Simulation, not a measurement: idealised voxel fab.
The name of this process module is voxel gate over fins.
Square cells of 5 nm make up the cross-section cut, whose width is 215 nm.
Cross-section format: a grid of square cells, given as bands from top to bottom; each band is one or more rows of cells. For a band, the entry starts with two heights in nm, that of the top and then that of the bottom, and carries on with the band's materials in order from left to right, each alongside its width in nm; the word "full width" beside a single material means it fills the band edge to edge, and "empty" means empty space. All heights in this document are referenced to 0, defined as the level beneath which the wafer, as received, consists entirely of one material. The lowest band is not bounded below; it extends indefinitely downward and is written in the form "0 down". Width spec "30->40" -> top row of cells at first value, bottom row at second value, equal per-row change in between. "no change" for a step: no cell of the cross-section changed in that step. Reported under the label "Sealed void inventory" are the empty spaces having no open way to the top and comprising 8 cells or more; the notation for each is width x height at distance, in which the distance is measured from the left edge and all three values are in nm. Where a step's line continues beyond its settings, the continuation is a remark by the simulator itself on that step. The optional step-line setting "overlay nm" applies to steps with a mask and quantifies how far to the right of its planned location the mask lay, a negative value indicating leftward placement.

Process steps - plan
1: RECEIVE,material Si
2: CONFORMAL_DEP,material SiN,thk nm 10
3: DIRECTIONAL_DEP,material aC,thk nm 10
4: PATTERN,tone cover,mask id FINS,material resist,width nm 15,pitch nm 35,thk nm 30,overlay nm 0
5: DIRECTIONAL_ETCH,etch materials aC,depth nm 10
6: STRIP,etch materials resist
7: DIRECTIONAL_ETCH,etch materials SiN,depth nm 10
8: DIRECTIONAL_ETCH,etch materials Si,depth nm 35
9: STRIP,etch materials aC
10: FILL_DEP,material SiO2,thk nm 15
11: CMP,height nm 10
12: SELECTIVE_ETCH,etch materials SiO2,depth nm 20
13: STRIP,etch materials SiN
14: CONFORMAL_DEP,material HfO2,thk nm 5
15: CONFORMAL_DEP,material TiN,thk nm 5
16: CONFORMAL_DEP,material TiAl,thk nm 5
17: CONFORMAL_DEP,material TiN,thk nm 5
18: FILL_DEP,material W,thk nm 10
19: CMP,height nm 25
20: CONFORMAL_DEP,material SiN,thk nm 10

Cross-section of the wafer at receipt, which is the condition after step 1
* 0 down: Si full width
* Sealed void inventory: none

The first of two wafers, cross-sectioned at the end of the module, with the run proceeding as planned
* 35 to 25: SiN full width
* 25 to 20: W full width
* 20 to 15: 60 nm W | 90 nm TiN | 65 nm W
* 15 to 10: 60 nm W | 5 nm TiN | 80 nm TiAl | 5 nm TiN | 65 nm W
* 10 to 5: 65 nm TiN | 5 nm TiAl | 70 nm TiN | 5 nm TiAl | 70 nm TiN
* 5 to 0: 70 nm TiAl | 5 nm TiN | 25 nm HfO2 | 10 nm TiN | 25 nm HfO2 | 5 nm TiN | 75 nm TiAl
* 0 to -5: 75 nm TiN | 5 nm HfO2 | 15 nm Si | 5 nm HfO2 | 10 nm TiN | 5 nm HfO2 | 15 nm Si | 5 nm HfO2 | 80 nm TiN
* -5 to -10: 80 nm HfO2 | 15 nm Si | 20 nm HfO2 | 15 nm Si | 85 nm HfO2
* -10 to -35: 80 nm SiO2 | 15 nm Si | 20 nm SiO2 | 15 nm Si | 85 nm SiO2
* -35 down: Si full width
* Sealed void inventory: none

Same start, same plan as the first wafer - but one mistake in the run. Cross-section of the second of the two at the end of the module
* 35 to 25: SiN full width
* 25 to 20: W full width
* 20 to 15: 60 nm W | 95 nm TiN | 60 nm W
* 15 to 10: 60 nm W | 5 nm TiN | 85 nm TiAl | 5 nm TiN | 60 nm W
* 10 to 5: 65 nm TiN | 5 nm TiAl | 75 nm TiN | 5 nm TiAl | 65 nm TiN
* 5 to 0: 70 nm TiAl | 5 nm TiN | 30 nm HfO2 | 5 nm TiN | 30 nm HfO2 | 5 nm TiN | 70 nm TiAl
* 0 to -5: 75 nm TiN | 5 nm HfO2 | 20 nm Si | 5 nm HfO2 | 5 nm TiN | 5 nm HfO2 | 20 nm Si | 5 nm HfO2 | 75 nm TiN
* -5 to -10: 80 nm HfO2 | 20 nm Si | 15 nm HfO2 | 20 nm Si | 80 nm HfO2
* -10 to -35: 80 nm SiO2 | 20 nm Si | 15 nm SiO2 | 20 nm Si | 80 nm SiO2
* -35 down: Si full width
* Sealed void inventory: none
Want to know what went wrong? planned and actual differ for step 4; actual: PATTERN,tone cover,mask id FINS,material resist,width nm 20,pitch nm 35,thk nm 30,overlay nm 0
Once processing is complete, comparing cell counts shows that the second wafer has more or fewer of certain materials than the first: +14 Si; -10 SiO2; -2 TiN; -2 W
